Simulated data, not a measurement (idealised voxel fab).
The following process module bears the name voxel wiring stack.
In the cross-section labelled cut, the width is 270 nm and each square cell is 5 nm.
A cross-section in this document is a grid of square cells, and it is written down as bands, the top band listed before the ones below it; a band is made up of one or more rows of cells. Read a band's entry like this: the first values are the height of its top and the height of its bottom in nm, and what follows is the sequence of materials from left to right, each with its width in nm. Note that "blank" is empty space, and that a single material marked "all across" reaches across the band from edge to edge. Height datum 0, below which the as-received substrate wafer is one material. Lowest band open at the bottom, running downward: "0..down". Width: "30 to 40" (first number = top row, second number = bottom row, same change from row to row of cells). For the purposes of this document, the phrase "remains unaltered" attached to a step denotes that no cell within the cross-section was modified by that step. So "Enclosed void list" is basically the list of trapped voids: any empty space of 8 cells or more that can't reach the top through an opening. They're written width x height at distance, the distance being from the left edge, and it's all nm. Step line, after settings: the simulator's comment on this step. overlay nm: mask offset rightward from planned place, masked step; negative means leftward offset.

LISTED BELOW ARE THE PROCESS STEPS AS PLANNED
1: RECEIVE (material Si)
2: CONFORMAL_DEP (material SiO2; thk nm 10)
3: CONFORMAL_DEP (material SiCN; thk nm 5)
4: DIRECTIONAL_DEP (material SiO2; thk nm 20)
5: DIRECTIONAL_DEP (material aC; thk nm 10)
6: PATTERN (tone open; mask id METAL_1; material resist; width nm 20; pitch nm 45; thk nm 30; overlay nm 0)
7: DIRECTIONAL_ETCH (etch materials aC; depth nm 10)
8: STRIP (etch materials resist)
9: DIRECTIONAL_ETCH (etch materials SiO2; depth nm 20)
10: DIRECTIONAL_ETCH (etch materials SiCN; depth nm 5)
11: STRIP (etch materials aC)
12: CONFORMAL_DEP (material TiN; thk nm 5)
13: FILL_DEP (material Cu; thk nm 10)
14: CMP (height nm 35)
15: EPI (material Ru; thk nm 5)
16: FILL_DEP (material SiCN; thk nm 5)
17: DIRECTIONAL_DEP (material SiO2; thk nm 20)
18: PATTERN (tone open; mask id PLUG_1; material resist; width nm 15; thk nm 15; overlay nm 0)
19: DIRECTIONAL_ETCH (etch materials SiO2; depth nm 20)
20: DIRECTIONAL_ETCH (etch materials SiCN; depth nm 5)
21: STRIP (etch materials resist)
22: CONFORMAL_DEP (material TiN; thk nm 5)
23: FILL_DEP (material Ru; thk nm 5)
24: CMP (height nm 65)
25: DIRECTIONAL_DEP (material TiN; thk nm 5)
26: DIRECTIONAL_DEP (material Ru; thk nm 25)
27: MASKED_ETCH (tone cover; mask id METAL_2; width nm 20; pitch nm 45; etch materials Ru; depth nm 25; overlay nm 0)
28: MASKED_ETCH (tone cover; mask id METAL_2; width nm 20; pitch nm 45; etch materials TiN; depth nm 5; overlay nm 0)
29: CONFORMAL_DEP (material SiN; thk nm 5)
30: FILL_DEP (material lowk; thk nm 5)
31: CMP (height nm 95)
32: CONFORMAL_DEP (material SiCN; thk nm 5)
33: DIRECTIONAL_DEP (material SiO2; thk nm 15)
34: PATTERN (tone open; mask id PLUG_2; material resist; width nm 15; pitch nm 45; thk nm 15; overlay nm 0)
35: DIRECTIONAL_ETCH (etch materials SiO2; depth nm 15)
36: DIRECTIONAL_ETCH (etch materials SiCN; depth nm 5)
37: STRIP (etch materials resist)
38: CONFORMAL_DEP (material TiN; thk nm 5)
39: FILL_DEP (material Ru; thk nm 10)
40: CMP (height nm 115)
41: DIRECTIONAL_DEP (material TiN; thk nm 5)
42: DIRECTIONAL_DEP (material Ru; thk nm 15)
43: MASKED_ETCH (tone cover; mask id METAL_3; width nm 20; pitch nm 45; etch materials Ru; depth nm 15; overlay nm 0)
44: MASKED_ETCH (tone cover; mask id METAL_3; width nm 20; pitch nm 45; etch materials TiN; depth nm 5; overlay nm 0)
45: CONFORMAL_DEP (material SiCN; thk nm 5)
46: FILL_DEP (material SiO2; thk nm 10)
47: CMP (height nm 135)
48: CONFORMAL_DEP (material SiCN; thk nm 5)

THE FIRST OF A SET OF TWO WAFERS, RUN TO PLAN

INCOMING WAFER, CROSS-SECTIONAL VIEW, POST STEP 1
* 0..down = Si all across
* Enclosed void list: none

WAFER XSEC, POST STEP 2
* 10..0 = SiO2 all across
* Note: structure below 0 unchanged.

WAFER XSEC, POST STEP 3
* 15..10 = SiCN all across
* Note: structure below 10 unchanged.

WAFER XSEC, POST STEP 4
* 35..15 = SiO2 all across
* Note: structure below 15 unchanged.

WAFER XSEC, POST STEP 5
* 45..35 = aC all across
* Note: structure below 35 unchanged.

WAFER XSEC, POST STEP 6
* 75..45 = resist (100) | blank (20) | resist (25) | blank (20) | resist (105)
* Note: structure below 45 unchanged.

WAFER XSEC, POST STEP 7
* 65..45 = resist (100) | blank (20) | resist (25) | blank (20) | resist (105)
* 45..35 = aC (100) | blank (20) | aC (25) | blank (20) | aC (105)
* Note: structure below 35 unchanged.

WAFER XSEC, POST STEP 8
* 45..35 = aC (100) | blank (20) | aC (25) | blank (20) | aC (105)
* Note: structure below 35 unchanged.

WAFER XSEC, POST STEP 9
* 45..35 = aC (100) | blank (20) | aC (25) | blank (20) | aC (105)
* 35..15 = SiO2 (100) | blank (20) | SiO2 (25) | blank (20) | SiO2 (105)
* Note: structure below 15 unchanged.

WAFER XSEC, POST STEP 10
* 45..35 = aC (100) | blank (20) | aC (25) | blank (20) | aC (105)
* 35..15 = SiO2 (100) | blank (20) | SiO2 (25) | blank (20) | SiO2 (105)
* 15..10 = SiCN (100) | blank (20) | SiCN (25) | blank (20) | SiCN (105)
* Note: structure below 10 unchanged.

WAFER XSEC, POST STEP 11
* 35..15 = SiO2 (100) | blank (20) | SiO2 (25) | blank (20) | SiO2 (105)
* Note: structure below 15 unchanged.

WAFER XSEC, POST STEP 12
* 40..35 = TiN (105) | blank (10) | TiN (35) | blank (10) | TiN (110)
* 35..15 = SiO2 (100) | TiN (5) | blank (10) | TiN (5) | SiO2 (25) | TiN (5) | blank (10) | TiN (5) | SiO2 (105)
* 15..10 = SiCN (100) | TiN (20) | SiCN (25) | TiN (20) | SiCN (105)
* Note: structure below 10 unchanged.

WAFER XSEC, POST STEP 13
* 50..40 = Cu all across
* 40..35 = TiN (105) | Cu (10) | TiN (35) | Cu (10) | TiN (110)
* 35..15 = SiO2 (100) | TiN (5) | Cu (10) | TiN (5) | SiO2 (25) | TiN (5) | Cu (10) | TiN (5) | SiO2 (105)
* Note: structure below 15 unchanged.

WAFER XSEC, POST STEP 14
* 35..15 = SiO2 (100) | TiN (5) | Cu (10) | TiN (5) | SiO2 (25) | TiN (5) | Cu (10) | TiN (5) | SiO2 (105)
* Note: structure below 15 unchanged.

WAFER XSEC, POST STEP 15
* 40..35 = blank (95) | Ru (30) | blank (15) | Ru (30) | blank (100)
* Note: structure below 35 unchanged.

WAFER XSEC, POST STEP 16
* 45..40 = SiCN all across
* 40..35 = SiCN (95) | Ru (30) | SiCN (15) | Ru (30) | SiCN (100)
* Note: structure below 35 unchanged.

WAFER XSEC, POST STEP 17
* 65..45 = SiO2 all across
* Note: structure below 45 unchanged.

WAFER XSEC, POST STEP 18
* 80..65 = resist (100) | blank (15) | resist (155)
* Note: structure below 65 unchanged.

WAFER XSEC, POST STEP 19
* 80..65 = resist (100) | blank (15) | resist (155)
* 65..45 = SiO2 (100) | blank (15) | SiO2 (155)
* Note: structure below 45 unchanged.

WAFER XSEC, POST STEP 20
* 80..65 = resist (100) | blank (15) | resist (155)
* 65..45 = SiO2 (100) | blank (15) | SiO2 (155)
* 45..40 = SiCN (100) | blank (15) | SiCN (155)
* Note: structure below 40 unchanged.

WAFER XSEC, POST STEP 21
* 65..45 = SiO2 (100) | blank (15) | SiO2 (155)
* Note: structure below 45 unchanged.

WAFER XSEC, POST STEP 22
* 70..65 = TiN (105) | blank (5) | TiN (160)
* 65..45 = SiO2 (100) | TiN (5) | blank (5) | TiN (5) | SiO2 (155)
* 45..40 = SiCN (100) | TiN (15) | SiCN (155)
* Note: structure below 40 unchanged.

WAFER XSEC, POST STEP 23
* 75..70 = Ru all across
* 70..65 = TiN (105) | Ru (5) | TiN (160)
* 65..45 = SiO2 (100) | TiN (5) | Ru (5) | TiN (5) | SiO2 (155)
* Note: structure below 45 unchanged.

WAFER XSEC, POST STEP 24
* 65..45 = SiO2 (100) | TiN (5) | Ru (5) | TiN (5) | SiO2 (155)
* Note: structure below 45 unchanged.

WAFER XSEC, POST STEP 25
* 70..65 = TiN all across
* Note: structure below 65 unchanged.

WAFER XSEC, POST STEP 26
* 95..70 = Ru all across
* Note: structure below 70 unchanged.

WAFER XSEC, POST STEP 27
* 95..70 = blank (100) | Ru (20) | blank (25) | Ru (20) | blank (105)
* Note: structure below 70 unchanged.

WAFER XSEC, POST STEP 28
* 95..70 = blank (100) | Ru (20) | blank (25) | Ru (20) | blank (105)
* 70..65 = blank (100) | TiN (20) | blank (25) | TiN (20) | blank (105)
* Note: structure below 65 unchanged.

WAFER XSEC, POST STEP 29
* 100..95 = blank (95) | SiN (30) | blank (15) | SiN (30) | blank (100)
* 95..70 = blank (95) | SiN (5) | Ru (20) | SiN (5) | blank (15) | SiN (5) | Ru (20) | SiN (5) | blank (100)
* 70..65 = SiN (100) | TiN (20) | SiN (25) | TiN (20) | SiN (105)
* Note: structure below 65 unchanged.

WAFER XSEC, POST STEP 30
* 105..100 = lowk all across
* 100..95 = lowk (95) | SiN (30) | lowk (15) | SiN (30) | lowk (100)
* 95..70 = lowk (95) | SiN (5) | Ru (20) | SiN (5) | lowk (15) | SiN (5) | Ru (20) | SiN (5) | lowk (100)
* Note: structure below 70 unchanged.

WAFER XSEC, POST STEP 31
* 95..70 = lowk (95) | SiN (5) | Ru (20) | SiN (5) | lowk (15) | SiN (5) | Ru (20) | SiN (5) | lowk (100)
* Note: structure below 70 unchanged.

WAFER XSEC, POST STEP 32
* 100..95 = SiCN all across
* Note: structure below 95 unchanged.

WAFER XSEC, POST STEP 33
* 115..100 = SiO2 all across
* Note: structure below 100 unchanged.

WAFER XSEC, POST STEP 34
* 130..115 = resist (100) | blank (15) | resist (30) | blank (15) | resist (110)
* Note: structure below 115 unchanged.

WAFER XSEC, POST STEP 35
* 130..115 = resist (100) | blank (15) | resist (30) | blank (15) | resist (110)
* 115..100 = SiO2 (100) | blank (15) | SiO2 (30) | blank (15) | SiO2 (110)
* Note: structure below 100 unchanged.

WAFER XSEC, POST STEP 36
* 130..115 = resist (100) | blank (15) | resist (30) | blank (15) | resist (110)
* 115..100 = SiO2 (100) | blank (15) | SiO2 (30) | blank (15) | SiO2 (110)
* 100..95 = SiCN (100) | blank (15) | SiCN (30) | blank (15) | SiCN (110)
* Note: structure below 95 unchanged.

WAFER XSEC, POST STEP 37
* 115..100 = SiO2 (100) | blank (15) | SiO2 (30) | blank (15) | SiO2 (110)
* Note: structure below 100 unchanged.

WAFER XSEC, POST STEP 38
* 120..115 = TiN (105) | blank (5) | TiN (40) | blank (5) | TiN (115)
* 115..100 = SiO2 (100) | TiN (5) | blank (5) | TiN (5) | SiO2 (30) | TiN (5) | blank (5) | TiN (5) | SiO2 (110)
* 100..95 = SiCN (100) | TiN (15) | SiCN (30) | TiN (15) | SiCN (110)
* Note: structure below 95 unchanged.

WAFER XSEC, POST STEP 39
* 130..120 = Ru all across
* 120..115 = TiN (105) | Ru (5) | TiN (40) | Ru (5) | TiN (115)
* 115..100 = SiO2 (100) | TiN (5) | Ru (5) | TiN (5) | SiO2 (30) | TiN (5) | Ru (5) | TiN (5) | SiO2 (110)
* Note: structure below 100 unchanged.

WAFER XSEC, POST STEP 40
* 115..100 = SiO2 (100) | TiN (5) | Ru (5) | TiN (5) | SiO2 (30) | TiN (5) | Ru (5) | TiN (5) | SiO2 (110)
* Note: structure below 100 unchanged.

WAFER XSEC, POST STEP 41
* 120..115 = TiN all across
* Note: structure below 115 unchanged.

WAFER XSEC, POST STEP 42
* 135..120 = Ru all across
* Note: structure below 120 unchanged.

WAFER XSEC, POST STEP 43
* 135..120 = blank (100) | Ru (20) | blank (25) | Ru (20) | blank (105)
* Note: structure below 120 unchanged.

WAFER XSEC, POST STEP 44
* 135..120 = blank (100) | Ru (20) | blank (25) | Ru (20) | blank (105)
* 120..115 = blank (100) | TiN (20) | blank (25) | TiN (20) | blank (105)
* Note: structure below 115 unchanged.

WAFER XSEC, POST STEP 45
* 140..135 = blank (95) | SiCN (30) | blank (15) | SiCN (30) | blank (100)
* 135..120 = blank (95) | SiCN (5) | Ru (20) | SiCN (5) | blank (15) | SiCN (5) | Ru (20) | SiCN (5) | blank (100)
* 120..115 = SiCN (100) | TiN (20) | SiCN (25) | TiN (20) | SiCN (105)
* Note: structure below 115 unchanged.

WAFER XSEC, POST STEP 46
* 150..140 = SiO2 all across
* 140..135 = SiO2 (95) | SiCN (30) | SiO2 (15) | SiCN (30) | SiO2 (100)
* 135..120 = SiO2 (95) | SiCN (5) | Ru (20) | SiCN (5) | SiO2 (15) | SiCN (5) | Ru (20) | SiCN (5) | SiO2 (100)
* Note: structure below 120 unchanged.

WAFER XSEC, POST STEP 47
* 135..120 = SiO2 (95) | SiCN (5) | Ru (20) | SiCN (5) | SiO2 (15) | SiCN (5) | Ru (20) | SiCN (5) | SiO2 (100)
* Note: structure below 120 unchanged.

WAFER XSEC, POST STEP 48
* 140..135 = SiCN all across
* Note: structure below 135 unchanged.

SECOND WAFER - SHARED START AND PLAN WITH THE FIRST - ONE ERROR IN RUNNING - SAME AS THE FIRST UP TO STEP 24 INCLUSIVE

CROSS-SECTION, SECOND WAFER, AT THE END TIME THE PLAN GIVES FOR STEP 25
* 70..65 = aC all across
* Note: structure below 65 unchanged.

CROSS-SECTION, SECOND WAFER, AT THE END TIME THE PLAN GIVES FOR STEP 26
* 95..70 = Ru all across
* Note: structure below 70 unchanged.

CROSS-SECTION, SECOND WAFER, AT THE END TIME THE PLAN GIVES FOR STEP 27
* 95..70 = blank (100) | Ru (20) | blank (25) | Ru (20) | blank (105)
* Note: structure below 70 unchanged.

Cross-section, second wafer, at the end time the plan gives for step 28: remains unaltered

CROSS-SECTION, SECOND WAFER, AT THE END TIME THE PLAN GIVES FOR STEP 29
* 100..95 = blank (95) | SiN (30) | blank (15) | SiN (30) | blank (100)
* 95..75 = blank (95) | SiN (5) | Ru (20) | SiN (5) | blank (15) | SiN (5) | Ru (20) | SiN (5) | blank (100)
* 75..70 = SiN (100) | Ru (20) | SiN (25) | Ru (20) | SiN (105)
* Note: structure below 70 unchanged.

CROSS-SECTION, SECOND WAFER, AT THE END TIME THE PLAN GIVES FOR STEP 30
* 105..100 = lowk all across
* 100..95 = lowk (95) | SiN (30) | lowk (15) | SiN (30) | lowk (100)
* 95..75 = lowk (95) | SiN (5) | Ru (20) | SiN (5) | lowk (15) | SiN (5) | Ru (20) | SiN (5) | lowk (100)
* Note: structure below 75 unchanged.

CROSS-SECTION, SECOND WAFER, AT THE END TIME THE PLAN GIVES FOR STEP 31
* 95..75 = lowk (95) | SiN (5) | Ru (20) | SiN (5) | lowk (15) | SiN (5) | Ru (20) | SiN (5) | lowk (100)
* Note: structure below 75 unchanged.

CROSS-SECTION, SECOND WAFER, AT THE END TIME THE PLAN GIVES FOR STEP 32
* 100..95 = SiCN all across
* Note: structure below 95 unchanged.

CROSS-SECTION, SECOND WAFER, AT THE END TIME THE PLAN GIVES FOR STEP 33
* 115..100 = SiO2 all across
* Note: structure below 100 unchanged.

CROSS-SECTION, SECOND WAFER, AT THE END TIME THE PLAN GIVES FOR STEP 34
* 130..115 = resist (100) | blank (15) | resist (30) | blank (15) | resist (110)
* Note: structure below 115 unchanged.

CROSS-SECTION, SECOND WAFER, AT THE END TIME THE PLAN GIVES FOR STEP 35
* 130..115 = resist (100) | blank (15) | resist (30) | blank (15) | resist (110)
* 115..100 = SiO2 (100) | blank (15) | SiO2 (30) | blank (15) | SiO2 (110)
* Note: structure below 100 unchanged.

CROSS-SECTION, SECOND WAFER, AT THE END TIME THE PLAN GIVES FOR STEP 36
* 130..115 = resist (100) | blank (15) | resist (30) | blank (15) | resist (110)
* 115..100 = SiO2 (100) | blank (15) | SiO2 (30) | blank (15) | SiO2 (110)
* 100..95 = SiCN (100) | blank (15) | SiCN (30) | blank (15) | SiCN (110)
* Note: structure below 95 unchanged.

CROSS-SECTION, SECOND WAFER, AT THE END TIME THE PLAN GIVES FOR STEP 37
* 115..100 = SiO2 (100) | blank (15) | SiO2 (30) | blank (15) | SiO2 (110)
* Note: structure below 100 unchanged.

CROSS-SECTION, SECOND WAFER, AT THE END TIME THE PLAN GIVES FOR STEP 38
* 120..115 = TiN (105) | blank (5) | TiN (40) | blank (5) | TiN (115)
* 115..100 = SiO2 (100) | TiN (5) | blank (5) | TiN (5) | SiO2 (30) | TiN (5) | blank (5) | TiN (5) | SiO2 (110)
* 100..95 = SiCN (100) | TiN (15) | SiCN (30) | TiN (15) | SiCN (110)
* Note: structure below 95 unchanged.

CROSS-SECTION, SECOND WAFER, AT THE END TIME THE PLAN GIVES FOR STEP 39
* 130..120 = Ru all across
* 120..115 = TiN (105) | Ru (5) | TiN (40) | Ru (5) | TiN (115)
* 115..100 = SiO2 (100) | TiN (5) | Ru (5) | TiN (5) | SiO2 (30) | TiN (5) | Ru (5) | TiN (5) | SiO2 (110)
* Note: structure below 100 unchanged.

CROSS-SECTION, SECOND WAFER, AT THE END TIME THE PLAN GIVES FOR STEP 40
* 115..100 = SiO2 (100) | TiN (5) | Ru (5) | TiN (5) | SiO2 (30) | TiN (5) | Ru (5) | TiN (5) | SiO2 (110)
* Note: structure below 100 unchanged.

CROSS-SECTION, SECOND WAFER, AT THE END TIME THE PLAN GIVES FOR STEP 41
* 120..115 = TiN all across
* Note: structure below 115 unchanged.

CROSS-SECTION, SECOND WAFER, AT THE END TIME THE PLAN GIVES FOR STEP 42
* 135..120 = Ru all across
* Note: structure below 120 unchanged.

CROSS-SECTION, SECOND WAFER, AT THE END TIME THE PLAN GIVES FOR STEP 43
* 135..120 = blank (100) | Ru (20) | blank (25) | Ru (20) | blank (105)
* Note: structure below 120 unchanged.

CROSS-SECTION, SECOND WAFER, AT THE END TIME THE PLAN GIVES FOR STEP 44
* 135..120 = blank (100) | Ru (20) | blank (25) | Ru (20) | blank (105)
* 120..115 = blank (100) | TiN (20) | blank (25) | TiN (20) | blank (105)
* Note: structure below 115 unchanged.

CROSS-SECTION, SECOND WAFER, AT THE END TIME THE PLAN GIVES FOR STEP 45
* 140..135 = blank (95) | SiCN (30) | blank (15) | SiCN (30) | blank (100)
* 135..120 = blank (95) | SiCN (5) | Ru (20) | SiCN (5) | blank (15) | SiCN (5) | Ru (20) | SiCN (5) | blank (100)
* 120..115 = SiCN (100) | TiN (20) | SiCN (25) | TiN (20) | SiCN (105)
* Note: structure below 115 unchanged.

CROSS-SECTION, SECOND WAFER, AT THE END TIME THE PLAN GIVES FOR STEP 46
* 150..140 = SiO2 all across
* 140..135 = SiO2 (95) | SiCN (30) | SiO2 (15) | SiCN (30) | SiO2 (100)
* 135..120 = SiO2 (95) | SiCN (5) | Ru (20) | SiCN (5) | SiO2 (15) | SiCN (5) | Ru (20) | SiCN (5) | SiO2 (100)
* Note: structure below 120 unchanged.

CROSS-SECTION, SECOND WAFER, AT THE END TIME THE PLAN GIVES FOR STEP 47
* 135..120 = SiO2 (95) | SiCN (5) | Ru (20) | SiCN (5) | SiO2 (15) | SiCN (5) | Ru (20) | SiCN (5) | SiO2 (100)
* Note: structure below 120 unchanged.

CROSS-SECTION, SECOND WAFER, AT THE END TIME THE PLAN GIVES FOR STEP 48
* 140..135 = SiCN all across
* Note: structure below 135 unchanged.
What was the processing mistake? step 25 did not use the planned setting and instead ran as DIRECTIONAL_DEP (material aC; thk nm 5)
Wrapping up, a cell-based count of both wafers puts the second over or under the first for these materials: SiN: 4 fewer, TiN: 8 fewer, aC: 54 more, lowk: 42 fewer
